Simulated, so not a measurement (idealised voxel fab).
The process module that follows is named voxel self aligned vias.
Cross-sectional view cut (width: 220 nm; square cell size: 5 nm).
Cross-section = grid of square cells, listed top down in bands; band = one or more rows. A band entry consists of two parts. The first gives the height of the band's top and the height of its bottom, in nm. The rest lists the band's materials from left to right, each with its width in nm. A single material labelled with the word "edge to edge" fills the band from edge to edge, and the word "blank" marks empty space. Ref level 0: as-received wafer is one material below here. Bottom band extends down with no lower bound ("from 0 down"). Read "30..40" as a graded width: first number on top, second number at the bottom, same change between each pair of neighbouring rows. "same as before" for a step: no cell of the cross-section changed in that step. "Sealed internal voids": sealed empty spaces, 8 cells or more, no open way to top, listed width x height at distance, with distance from the left edge and width, height and distance in nm. The remark found on a step's line after its settings is issued by the simulator itself and pertains to that step. "overlay nm" answers the question of how far to the right of plan the mask lay on a step that has a mask, and when it is negative the answer is to the left.

-- Set out below are the planned steps of the process
1) RECEIVE: material Si
2) CONFORMAL_DEP: material SiO2, thk nm 15
3) CONFORMAL_DEP: material SiCN, thk nm 5
4) DIRECTIONAL_DEP: material lowk, thk nm 20
5) DIRECTIONAL_DEP: material aC, thk nm 10
6) PATTERN: tone open, mask id LINES, material resist, width nm 25, pitch nm 55, thk nm 25, overlay nm 0
7) DIRECTIONAL_ETCH: etch materials aC, depth nm 10
8) STRIP: etch materials resist
9) DIRECTIONAL_ETCH: etch materials lowk, depth nm 20
10) STRIP: etch materials aC
11) CONFORMAL_DEP: material TiN, thk nm 5
12) FILL_DEP: material W, thk nm 10
13) CMP: height nm 40
14) SELECTIVE_ETCH: etch materials W Ru TiN, depth nm 5
15) FILL_DEP: material SiN, thk nm 10
16) CMP: height nm 40
17) DIRECTIONAL_DEP: material lowk, thk nm 20
18) PATTERN: tone open, mask id VIAS, material resist, width nm 35, pitch nm 110, thk nm 15, overlay nm 0
19) DIRECTIONAL_ETCH: etch materials lowk, depth nm 20
20) DIRECTIONAL_ETCH: etch materials SiN, depth nm 5
21) STRIP: etch materials resist
22) CONFORMAL_DEP: material TiN, thk nm 5
23) FILL_DEP: material Cu, thk nm 10
24) CMP: height nm 60
25) CONFORMAL_DEP: material SiN, thk nm 5

-- The first wafer of two, processed as planned

-- Incoming wafer, cross-sectional view, post step 1
- from 0 down: Si edge to edge
- Sealed internal voids: none

-- Wafer after step 2 (cross-section)
- from 15 to 0: SiO2 edge to edge
- Everything under 0 stays put, no change at all.

-- Wafer after step 3 (cross-section)
- from 20 to 15: SiCN edge to edge
- Everything under 15 stays put, no change at all.

-- Wafer after step 4 (cross-section)
- from 40 to 20: lowk edge to edge
- Everything under 20 stays put, no change at all.

-- Wafer after step 5 (cross-section)
- from 50 to 40: aC edge to edge
- Everything under 40 stays put, no change at all.

-- Wafer after step 6 (cross-section)
- from 75 to 50: resist 40 / blank 25 / resist 30 / blank 25 / resist 30 / blank 25 / resist 45
- Everything under 50 stays put, no change at all.

-- Wafer after step 7 (cross-section)
- from 65 to 50: resist 40 / blank 25 / resist 30 / blank 25 / resist 30 / blank 25 / resist 45
- from 50 to 40: aC 40 / blank 25 / aC 30 / blank 25 / aC 30 / blank 25 / aC 45
- Everything under 40 stays put, no change at all.

-- Wafer after step 8 (cross-section)
- from 50 to 40: aC 40 / blank 25 / aC 30 / blank 25 / aC 30 / blank 25 / aC 45
- Everything under 40 stays put, no change at all.

-- Wafer after step 9 (cross-section)
- from 50 to 40: aC 40 / blank 25 / aC 30 / blank 25 / aC 30 / blank 25 / aC 45
- from 40 to 20: lowk 40 / blank 25 / lowk 30 / blank 25 / lowk 30 / blank 25 / lowk 45
- Everything under 20 stays put, no change at all.

-- Wafer after step 10 (cross-section)
- from 40 to 20: lowk 40 / blank 25 / lowk 30 / blank 25 / lowk 30 / blank 25 / lowk 45
- Everything under 20 stays put, no change at all.

-- Wafer after step 11 (cross-section)
- from 45 to 40: TiN 45 / blank 15 / TiN 40 / blank 15 / TiN 40 / blank 15 / TiN 50
- from 40 to 25: lowk 40 / TiN 5 / blank 15 / TiN 5 / lowk 30 / TiN 5 / blank 15 / TiN 5 / lowk 30 / TiN 5 / blank 15 / TiN 5 / lowk 45
- from 25 to 20: lowk 40 / TiN 25 / lowk 30 / TiN 25 / lowk 30 / TiN 25 / lowk 45
- Everything under 20 stays put, no change at all.

-- Wafer after step 12 (cross-section)
- from 55 to 45: W edge to edge
- from 45 to 40: TiN 45 / W 15 / TiN 40 / W 15 / TiN 40 / W 15 / TiN 50
- from 40 to 25: lowk 40 / TiN 5 / W 15 / TiN 5 / lowk 30 / TiN 5 / W 15 / TiN 5 / lowk 30 / TiN 5 / W 15 / TiN 5 / lowk 45
- Everything under 25 stays put, no change at all.

-- Wafer after step 13 (cross-section)
- from 40 to 25: lowk 40 / TiN 5 / W 15 / TiN 5 / lowk 30 / TiN 5 / W 15 / TiN 5 / lowk 30 / TiN 5 / W 15 / TiN 5 / lowk 45
- Everything under 25 stays put, no change at all.

-- Wafer after step 14 (cross-section)
- from 40 to 35: lowk 40 / blank 25 / lowk 30 / blank 25 / lowk 30 / blank 25 / lowk 45
- Everything under 35 stays put, no change at all.

-- Wafer after step 15 (cross-section)
- from 50 to 40: SiN edge to edge
- from 40 to 35: lowk 40 / SiN 25 / lowk 30 / SiN 25 / lowk 30 / SiN 25 / lowk 45
- Everything under 35 stays put, no change at all.

-- Wafer after step 16 (cross-section)
- from 40 to 35: lowk 40 / SiN 25 / lowk 30 / SiN 25 / lowk 30 / SiN 25 / lowk 45
- Everything under 35 stays put, no change at all.

-- Wafer after step 17 (cross-section)
- from 60 to 40: lowk edge to edge
- Everything under 40 stays put, no change at all.

-- Wafer after step 18 (cross-section)
- from 75 to 60: resist 35 / blank 35 / resist 75 / blank 35 / resist 40
- Everything under 60 stays put, no change at all.

-- Wafer after step 19 (cross-section)
- from 75 to 60: resist 35 / blank 35 / resist 75 / blank 35 / resist 40
- from 60 to 40: lowk 35 / blank 35 / lowk 75 / blank 35 / lowk 40
- Everything under 40 stays put, no change at all.

-- Wafer after step 20 (cross-section)
- from 75 to 60: resist 35 / blank 35 / resist 75 / blank 35 / resist 40
- from 60 to 40: lowk 35 / blank 35 / lowk 75 / blank 35 / lowk 40
- from 40 to 35: lowk 40 / blank 25 / lowk 30 / SiN 25 / lowk 30 / blank 25 / lowk 45
- Everything under 35 stays put, no change at all.

-- Wafer after step 21 (cross-section)
- from 60 to 40: lowk 35 / blank 35 / lowk 75 / blank 35 / lowk 40
- Everything under 40 stays put, no change at all.

-- Wafer after step 22 (cross-section)
- from 65 to 60: TiN 40 / blank 25 / TiN 85 / blank 25 / TiN 45
- from 60 to 45: lowk 35 / TiN 5 / blank 25 / TiN 5 / lowk 75 / TiN 5 / blank 25 / TiN 5 / lowk 40
- from 45 to 40: lowk 35 / TiN 10 / blank 15 / TiN 10 / lowk 75 / TiN 10 / blank 15 / TiN 10 / lowk 40
- from 40 to 35: lowk 40 / TiN 25 / lowk 30 / SiN 25 / lowk 30 / TiN 25 / lowk 45
- Everything under 35 stays put, no change at all.

-- Wafer after step 23 (cross-section)
- from 75 to 65: Cu edge to edge
- from 65 to 60: TiN 40 / Cu 25 / TiN 85 / Cu 25 / TiN 45
- from 60 to 45: lowk 35 / TiN 5 / Cu 25 / TiN 5 / lowk 75 / TiN 5 / Cu 25 / TiN 5 / lowk 40
- from 45 to 40: lowk 35 / TiN 10 / Cu 15 / TiN 10 / lowk 75 / TiN 10 / Cu 15 / TiN 10 / lowk 40
- Everything under 40 stays put, no change at all.

-- Wafer after step 24 (cross-section)
- from 60 to 45: lowk 35 / TiN 5 / Cu 25 / TiN 5 / lowk 75 / TiN 5 / Cu 25 / TiN 5 / lowk 40
- Everything under 45 stays put, no change at all.

-- Wafer after step 25 (cross-section)
- from 65 to 60: SiN edge to edge
- Everything under 60 stays put, no change at all.

-- The second wafer began exactly as the first did and followed the same plan, but one mistake was made while running it; through step 17 inclusive, the two wafers are identical

-- At the planned end of step 18, the second wafer in cross-section
- from 75 to 60: resist 30 / blank 45 / resist 65 / blank 45 / resist 35
- Everything under 60 stays put, no change at all.

-- At the planned end of step 19, the second wafer in cross-section
- from 75 to 60: resist 30 / blank 45 / resist 65 / blank 45 / resist 35
- from 60 to 40: lowk 30 / blank 45 / lowk 65 / blank 45 / lowk 35
- Everything under 40 stays put, no change at all.

-- At the planned end of step 20, the second wafer in cross-section
- from 75 to 60: resist 30 / blank 45 / resist 65 / blank 45 / resist 35
- from 60 to 40: lowk 30 / blank 45 / lowk 65 / blank 45 / lowk 35
- from 40 to 35: lowk 40 / blank 25 / lowk 30 / SiN 25 / lowk 30 / blank 25 / lowk 45
- Everything under 35 stays put, no change at all.

-- At the planned end of step 21, the second wafer in cross-section
- from 60 to 40: lowk 30 / blank 45 / lowk 65 / blank 45 / lowk 35
- Everything under 40 stays put, no change at all.

-- At the planned end of step 22, the second wafer in cross-section
- from 65 to 60: TiN 35 / blank 35 / TiN 75 / blank 35 / TiN 40
- from 60 to 45: lowk 30 / TiN 5 / blank 35 / TiN 5 / lowk 65 / TiN 5 / blank 35 / TiN 5 / lowk 35
- from 45 to 40: lowk 30 / TiN 15 / blank 15 / TiN 15 / lowk 65 / TiN 15 / blank 15 / TiN 15 / lowk 35
- from 40 to 35: lowk 40 / TiN 25 / lowk 30 / SiN 25 / lowk 30 / TiN 25 / lowk 45
- Everything under 35 stays put, no change at all.

-- At the planned end of step 23, the second wafer in cross-section
- from 75 to 65: Cu edge to edge
- from 65 to 60: TiN 35 / Cu 35 / TiN 75 / Cu 35 / TiN 40
- from 60 to 45: lowk 30 / TiN 5 / Cu 35 / TiN 5 / lowk 65 / TiN 5 / Cu 35 / TiN 5 / lowk 35
- from 45 to 40: lowk 30 / TiN 15 / Cu 15 / TiN 15 / lowk 65 / TiN 15 / Cu 15 / TiN 15 / lowk 35
- Everything under 40 stays put, no change at all.

-- At the planned end of step 24, the second wafer in cross-section
- from 60 to 45: lowk 30 / TiN 5 / Cu 35 / TiN 5 / lowk 65 / TiN 5 / Cu 35 / TiN 5 / lowk 35
- Everything under 45 stays put, no change at all.

-- At the planned end of step 25, the second wafer in cross-section
- from 65 to 60: SiN edge to edge
- Everything under 60 stays put, no change at all.
Deviation from plan: step 18 deviated from plan and actually ran as PATTERN: tone open, mask id VIAS, material resist, width nm 45, pitch nm 110, thk nm 15, overlay nm 0
Final wafer comparison in cells, second versus first, more or fewer per material: 12 more of Cu; 4 more of TiN; 16 fewer of lowk
